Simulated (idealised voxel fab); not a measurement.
Process module in this document: voxel double patterning
The width of the displayed cross-section, cut, is 245 nm; its cells are square, with a size of 5 nm.
The cross-sections in this document take the form of a grid made of square cells. They are written out as bands, in order from top to bottom. Each band consists of one or more rows of cells. Each band's line starts with the height of the band's top and of its bottom, in nm. Then come its materials from left to right, each with its width in nm. One material with "everywhere" fills the band from edge to edge. "empty" is empty space. A quick word on heights: they are counted from 0, and under that level the wafer as it came to us is one material throughout. The lowest band is different from the rest in having no bottom; it simply continues downward, written as in "top 0, no bottom". So if you see something like "30..40" for the width, read it as the top row of the band sitting at the first number and the bottom row at the second, with every row in between moving by the same amount as the last. Step note "remained the same" = no cross-section cell changed. The entry titled "Enclosed void list" provides the empty spaces that have no open way to the top, restricted to those of 8 cells or more. Each is presented as width x height at distance, the distance being measured from the left edge, with all three in nm. Past the settings on a step's line: simulator remark, on that step. When a step includes a mask, the "overlay nm" setting on its line states how far to the right of its planned place that mask lay, and negative values state how far to the left.

### These are the steps we planned for the process
1) RECEIVE, material Si
2) CONFORMAL_DEP, material SiO2, thk nm 5
3) DIRECTIONAL_DEP, material polySi, thk nm 15
4) DIRECTIONAL_DEP, material SiN, thk nm 5
5) DIRECTIONAL_DEP, material aC, thk nm 10
6) PATTERN, tone open, mask id FIRST, material resist, width nm 15, pitch nm 50, thk nm 30, overlay nm 0
7) DIRECTIONAL_ETCH, etch materials aC, depth nm 10
8) STRIP, etch materials resist
9) DIRECTIONAL_ETCH, etch materials SiN, depth nm 5
10) STRIP, etch materials aC
11) PATTERN, tone open, mask id SECOND, material resist, width nm 15, thk nm 20, overlay nm 0
12) DIRECTIONAL_ETCH, etch materials SiN, depth nm 5
13) STRIP, etch materials resist
14) DIRECTIONAL_ETCH, etch materials polySi, depth nm 15
15) STRIP, etch materials SiN

### Cross-section of the incoming wafer, state after step 1
> top 0, no bottom: Si everywhere
> Enclosed void list: none

### First of two wafers: cross-section at end of module, run per plan
> top 20, bottom 5: polySi=90; empty=15; polySi=10; empty=15; polySi=10; empty=15; polySi=90
> top 5, bottom 0: SiO2 everywhere
> top 0, no bottom: Si everywhere
> Enclosed void list: none

### Cross-section, second wafer: same start as the first, same plan as the first, one mistake in running it; taken at the end of the module
> top 20, bottom 5: polySi=90; empty=15; polySi=10; empty=15; polySi=10; empty=15; polySi=90
> top 5, bottom 0: aC everywhere
> top 0, no bottom: Si everywhere
> Enclosed void list: none
Plan not followed: contrary to plan, step 2 was performed as CONFORMAL_DEP, material aC, thk nm 5
Wrapping up, a cell-based count of both wafers puts the second over or under the first for these materials: 49 fewer of SiO2, 49 more of aC
